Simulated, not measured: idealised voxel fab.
Name of the process module below: voxel plated lines
The figure presents cross-section cut, which has a width of 145 nm and is divided into square cells with an edge length of 5 nm.
Just so we're on the same page, the cross-sections are grids of square cells, and they're listed out in bands top to bottom, each band one or more rows deep.
For a band, the entry starts with two heights in nm, that of the top and then that of the bottom, and carries on with the band's materials in order from left to right, each alongside its width in nm; the word "all across" beside a single material means it fills the band edge to edge, and "blank" means empty space.
It should be noted that heights are counted from 0, beneath which the wafer as supplied is of one material throughout, and that the lowest band possesses no lower boundary but continues downward, as written in "z 0 and below".
With a width like "30 to 40", each row of cells in the band differs from the next by the same amount, the top row carrying the first number and the bottom row the second.
No cell of the cross-section changed in a step that is given as "no modification".
Closed empty spaces (no open way to the top) of 8 cells or more are what "Closed cavity list" lists, each as width x height at distance from the left edge, nm for all three.
Note: text after step settings on the step line = simulator remark on that step.
Regarding "overlay nm": on a step with a mask, it is the distance the mask lay to the right of its planned place; a negative value places it to the left.
[Below is the list of planned process steps]
1 RECEIVE [material Si]
2 CONFORMAL_DEP [material Al2O3] [thk nm 10]
3 DIRECTIONAL_DEP [material TiN] [thk nm 5]
4 PATTERN [tone open] [mask id LINES] [material resist] [width nm 30] [pitch nm 45] [thk nm 20] [overlay nm 0]
5 EPI [material Ru] [thk nm 5]
6 STRIP [etch materials resist]
7 DIRECTIONAL_ETCH [etch materials TiN] [depth nm 5]
8 CONFORMAL_DEP [material SiO2] [thk nm 5]
[Cross-section of the wafer upon arrival, representing the state reached after step 1]
* z 0 and below: Si all across
* Closed cavity list: none
[Cross-sectional result after module completion. Note: starting condition and plan are unchanged from above; one processing mistake was made]
* z 25 to 20: blank 30 | TiN 40 | blank 5 | TiN 40 | blank 30
* z 20 to 15: blank 30 | TiN 5 | Ru 30 | TiN 5 | blank 5 | TiN 5 | Ru 30 | TiN 5 | blank 30
* z 15 to 10: TiN all across
* z 10 to 0: Al2O3 all across
* z 0 and below: Si all across
* Closed cavity list: none
what went wrong: contrary to plan, step 8 was performed as CONFORMAL_DEP [material TiN] [thk nm 5]
